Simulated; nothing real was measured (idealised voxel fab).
process module | voxel double patterning
cross-section cut | 180 nm wide | cells 5 nm
A cross-section is a grid of square cells, given in bands from the top down. A band is one or more rows of cells.
Each band's line starts with the height of the band's top and of its bottom, in nm. Then come its materials from left to right, each with its width in nm. One material with "throughout" fills the band from edge to edge. "air" is empty space.
Height 0 is the level under which the wafer as received is all one material. The lowest band goes on downwards, as in "0 down".
A width such as "30 to 40" changes by the same amount from each row of cells to the next, from the band's top row to its bottom row.
"no change" after a step means that no cell of the cross-section changed.
closed voids: empty space of 8 cells or more with no open way to the top, each as width x height at its distance from the left edge, in nm
after a step's settings: what the simulator itself notes on the step
overlay nm, on a step with a mask: how far to the right of its planned place the mask lay; to the left if negative
plan
1 op RECEIVE | material Si
2 op CONFORMAL_DEP | material SiO2 | thk nm 10
3 op DIRECTIONAL_DEP | material W | thk nm 20
4 op DIRECTIONAL_DEP | material SiN | thk nm 5
5 op PATTERN | tone open | mask id FIRST | material resist | width nm 15 | pitch nm 50 | thk nm 15 | overlay nm 0
6 op DIRECTIONAL_ETCH | etch materials SiN | depth nm 5
7 op STRIP | etch materials resist
8 op DIRECTIONAL_DEP | material aC | thk nm 15
9 op PATTERN | tone open | mask id SECOND | material resist | width nm 15 | pitch nm 50 | thk nm 30 | overlay nm 0
10 op DIRECTIONAL_ETCH | etch materials aC | depth nm 15
11 op STRIP | etch materials resist
12 op DIRECTIONAL_ETCH | etch materials SiN | depth nm 5
13 op STRIP | etch materials aC
14 op DIRECTIONAL_ETCH | etch materials W | depth nm 20
15 op STRIP | etch materials SiN
first wafer, as planned
as received, after step 1
  0 down: Si throughout
  closed voids: none
after step 2
  10 to 0: SiO2 throughout
  below 0: unchanged
after step 3
  30 to 10: W throughout
  below 10: unchanged
after step 4
  35 to 30: SiN throughout
  below 30: unchanged
after step 5
  50 to 35: resist 30 | air 15 | resist 35 | air 15 | resist 35 | air 15 | resist 35
  below 35: unchanged
after step 6
  50 to 35: resist 30 | air 15 | resist 35 | air 15 | resist 35 | air 15 | resist 35
  35 to 30: SiN 30 | air 15 | SiN 35 | air 15 | SiN 35 | air 15 | SiN 35
  below 30: unchanged
after step 7
  35 to 30: SiN 30 | air 15 | SiN 35 | air 15 | SiN 35 | air 15 | SiN 35
  below 30: unchanged
after step 8
  50 to 45: aC 30 | air 15 | aC 35 | air 15 | aC 35 | air 15 | aC 35
  45 to 35: aC throughout
  35 to 30: SiN 30 | aC 15 | SiN 35 | aC 15 | SiN 35 | aC 15 | SiN 35
  below 30: unchanged
after step 9
  80 to 50: resist 55 | air 15 | resist 35 | air 15 | resist 60
  50 to 45: aC 30 | resist 15 | aC 35 | resist 15 | aC 35 | resist 15 | aC 35
  below 45: unchanged
after step 10
  65 to 50: resist 55 | air 15 | resist 35 | air 15 | resist 60
  50 to 45: aC 30 | resist 15 | aC 10 | air 15 | aC 10 | resist 15 | aC 10 | air 15 | aC 10 | resist 15 | aC 35
  45 to 35: aC 55 | air 15 | aC 35 | air 15 | aC 60
  below 35: unchanged
after step 11
  50 to 45: aC 30 | air 15 | aC 10 | air 15 | aC 10 | air 15 | aC 10 | air 15 | aC 10 | air 15 | aC 35
  below 45: unchanged
after step 12
  50 to 45: aC 30 | air 15 | aC 10 | air 15 | aC 10 | air 15 | aC 10 | air 15 | aC 10 | air 15 | aC 35
  45 to 35: aC 55 | air 15 | aC 35 | air 15 | aC 60
  35 to 30: SiN 30 | aC 15 | SiN 10 | air 15 | SiN 10 | aC 15 | SiN 10 | air 15 | SiN 10 | aC 15 | SiN 35
  below 30: unchanged
after step 13
  35 to 30: SiN 30 | air 15 | SiN 10 | air 15 | SiN 10 | air 15 | SiN 10 | air 15 | SiN 10 | air 15 | SiN 35
  below 30: unchanged
after step 14
  35 to 30: SiN 30 | air 15 | SiN 10 | air 15 | SiN 10 | air 15 | SiN 10 | air 15 | SiN 10 | air 15 | SiN 35
  30 to 10: W 30 | air 15 | W 10 | air 15 | W 10 | air 15 | W 10 | air 15 | W 10 | air 15 | W 35
  below 10: unchanged
after step 15
  30 to 10: W 30 | air 15 | W 10 | air 15 | W 10 | air 15 | W 10 | air 15 | W 10 | air 15 | W 35
  below 10: unchanged
second wafer: like start, like plan, one mistake. Through step 1 it matches the first wafer
when step 2 should have ended
  5 to 0: SiO2 throughout
  below 0: unchanged
when step 3 should have ended
  25 to 5: W throughout
  below 5: unchanged
when step 4 should have ended
  30 to 25: SiN throughout
  below 25: unchanged
when step 5 should have ended
  45 to 30: resist 30 | air 15 | resist 35 | air 15 | resist 35 | air 15 | resist 35
  below 30: unchanged
when step 6 should have ended
  45 to 30: resist 30 | air 15 | resist 35 | air 15 | resist 35 | air 15 | resist 35
  30 to 25: SiN 30 | air 15 | SiN 35 | air 15 | SiN 35 | air 15 | SiN 35
  below 25: unchanged
when step 7 should have ended
  30 to 25: SiN 30 | air 15 | SiN 35 | air 15 | SiN 35 | air 15 | SiN 35
  below 25: unchanged
when step 8 should have ended
  45 to 40: aC 30 | air 15 | aC 35 | air 15 | aC 35 | air 15 | aC 35
  40 to 30: aC throughout
  30 to 25: SiN 30 | aC 15 | SiN 35 | aC 15 | SiN 35 | aC 15 | SiN 35
  below 25: unchanged
when step 9 should have ended
  75 to 45: resist 55 | air 15 | resist 35 | air 15 | resist 60
  45 to 40: aC 30 | resist 15 | aC 35 | resist 15 | aC 35 | resist 15 | aC 35
  below 40: unchanged
when step 10 should have ended
  60 to 45: resist 55 | air 15 | resist 35 | air 15 | resist 60
  45 to 40: aC 30 | resist 15 | aC 10 | air 15 | aC 10 | resist 15 | aC 10 | air 15 | aC 10 | resist 15 | aC 35
  40 to 30: aC 55 | air 15 | aC 35 | air 15 | aC 60
  below 30: unchanged
when step 11 should have ended
  45 to 40: aC 30 | air 15 | aC 10 | air 15 | aC 10 | air 15 | aC 10 | air 15 | aC 10 | air 15 | aC 35
  below 40: unchanged
when step 12 should have ended
  45 to 40: aC 30 | air 15 | aC 10 | air 15 | aC 10 | air 15 | aC 10 | air 15 | aC 10 | air 15 | aC 35
  40 to 30: aC 55 | air 15 | aC 35 | air 15 | aC 60
  30 to 25: SiN 30 | aC 15 | SiN 10 | air 15 | SiN 10 | aC 15 | SiN 10 | air 15 | SiN 10 | aC 15 | SiN 35
  below 25: unchanged
when step 13 should have ended
  30 to 25: SiN 30 | air 15 | SiN 10 | air 15 | SiN 10 | air 15 | SiN 10 | air 15 | SiN 10 | air 15 | SiN 35
  below 25: unchanged
when step 14 should have ended
  30 to 25: SiN 30 | air 15 | SiN 10 | air 15 | SiN 10 | air 15 | SiN 10 | air 15 | SiN 10 | air 15 | SiN 35
  25 to 5: W 30 | air 15 | W 10 | air 15 | W 10 | air 15 | W 10 | air 15 | W 10 | air 15 | W 35
  below 5: unchanged
when step 15 should have ended
  25 to 5: W 30 | air 15 | W 10 | air 15 | W 10 | air 15 | W 10 | air 15 | W 10 | air 15 | W 35
  below 5: unchanged
what went wrong: step 2 ran as: op CONFORMAL_DEP | material SiO2 | thk nm 5
at the end the second wafer has, in cells: 36 fewer of SiO2
